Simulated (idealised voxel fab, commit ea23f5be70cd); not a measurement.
process module | voxel self aligned vias
This is section cut - it's 140 nm across, gridded in 5 nm square cells.
How to read a cross-section here: the picture is a grid of square cells, written as bands going from the top down, and any band can span one or more rows of cells. For a band, the entry starts with two heights in nm, that of the top and then that of the bottom, and carries on with the band's materials in order from left to right, each alongside its width in nm; the word "all across" beside a single material means it fills the band edge to edge, and "empty" means empty space. Heights from 0 (as-received wafer is one material below). Bottom band endless downward, as "z 0 and below". It should be noted that a width expressed as "30 to 40" varies in equal increments from row to row of cells within the band, taking the value of the first number at the top row and that of the second number at the bottom row. Basically "nothing got changed" means that step didn't change any cell in the cross-section. Closed empty spaces (no open way to the top) of 8 cells or more are what "Fully closed voids" lists, each as width x height at distance from the left edge, nm for all three. It should be noted that, on the line of a given step, the content following the step's settings is a remark produced by the simulator itself with respect to that step. Among the settings permitted on a step's line is "overlay nm"; applied to a step with a mask, it specifies the extent to which the mask lay to the right of its planned position, whereas a negative figure signifies a position to the left.
### Steps in the process plan
| 1 | RECEIVE [material Si] |
| 2 | CONFORMAL_DEP [material SiO2] [thk nm 10] |
| 3 | CONFORMAL_DEP [material SiCN] [thk nm 5] |
| 4 | DIRECTIONAL_DEP [material lowk] [thk nm 30] |
| 5 | PATTERN [tone open] [mask id LINES] [material resist] [width nm 20] [pitch nm 45] [thk nm 20] [overlay nm 0] |
| 6 | DIRECTIONAL_ETCH [etch materials lowk] [depth nm 30] |
| 7 | STRIP [etch materials resist] |
| 8 | CONFORMAL_DEP [material TiN] [thk nm 5] |
| 9 | FILL_DEP [material W] [thk nm 10] |
| 10 | CMP [height nm 45] |
| 11 | SELECTIVE_ETCH [etch materials W Ru TiN] [depth nm 10] |
| 12 | FILL_DEP [material SiN] [thk nm 5] |
| 13 | CMP [height nm 45] |
| 14 | DIRECTIONAL_DEP [material lowk] [thk nm 20] |
| 15 | DIRECTIONAL_DEP [material aC] [thk nm 10] |
| 16 | PATTERN [tone open] [mask id VIAS] [material resist] [width nm 20] [pitch nm 45] [thk nm 25] [overlay nm 0] |
| 17 | DIRECTIONAL_ETCH [etch materials aC] [depth nm 10] |
| 18 | STRIP [etch materials resist] |
| 19 | DIRECTIONAL_ETCH [etch materials lowk] [depth nm 20] |
| 20 | DIRECTIONAL_ETCH [etch materials SiN] [depth nm 10] |
| 21 | STRIP [etch materials aC] |
| 22 | CONFORMAL_DEP [material TiN] [thk nm 5] |
| 23 | FILL_DEP [material Cu] [thk nm 10] |
| 24 | CMP [height nm 65] |
| 25 | CONFORMAL_DEP [material SiCN] [thk nm 5] |
Be aware that, although all wafers share a common starting state, the width nm at step 16 differs among them, and the plan displays the first wafer's value.
### First of several wafers, received after step 1, in cross-section
> z 0 and below: Si all across
> Fully closed voids: none
### First of several wafers: cross-section at the end of the module, after step 25, its last step
> z 70 to 65: SiCN all across
> z 65 to 40: lowk 35  TiN 5  Cu 10  TiN 5  lowk 25  TiN 5  Cu 10  TiN 5  lowk 40
> z 40 to 35: lowk 35  TiN 20  lowk 25  TiN 20  lowk 40
> z 35 to 20: lowk 35  TiN 5  W 10  TiN 5  lowk 25  TiN 5  W 10  TiN 5  lowk 40
> z 20 to 15: lowk 35  TiN 20  lowk 25  TiN 20  lowk 40
> z 15 to 10: SiCN all across
> z 10 to 0: SiO2 all across
> z 0 and below: Si all across
> Fully closed voids: none
### Module end, final wafer: cross-section
> z 70 to 65: SiCN all across
> z 65 to 50: lowk 30  TiN 5  Cu 20  TiN 5  lowk 15  TiN 5  Cu 20  TiN 5  lowk 35
> z 50 to 40: lowk 30 to 35  TiN 10 to 5  Cu 10  TiN 10 to 5  lowk 15 to 25  TiN 10 to 5  Cu 10  TiN 10 to 5  lowk 35 to 40
> z 40 to 35: lowk 35  TiN 20  lowk 25  TiN 20  lowk 40
> z 35 to 20: lowk 35  TiN 5  W 10  TiN 5  lowk 25  TiN 5  W 10  TiN 5  lowk 40
> z 20 to 15: lowk 35  TiN 20  lowk 25  TiN 20  lowk 40
> z 15 to 10: SiCN all across
> z 10 to 0: SiO2 all across
> z 0 and below: Si all across
> Fully closed voids: none
### Wafer rows, end of module: cells per material gained (+) or lost (-) since receipt; closed voids last
width nm 20; +20 Cu; +56 SiCN; +56 SiO2; +48 TiN; +12 W; +200 lowk; Fully closed voids: none
width nm 25; +26 Cu; +56 SiCN; +56 SiO2; +50 TiN; +12 W; +192 lowk; Fully closed voids: none
width nm 30; +32 Cu; +56 SiCN; +56 SiO2; +52 TiN; +12 W; +184 lowk; Fully closed voids: none
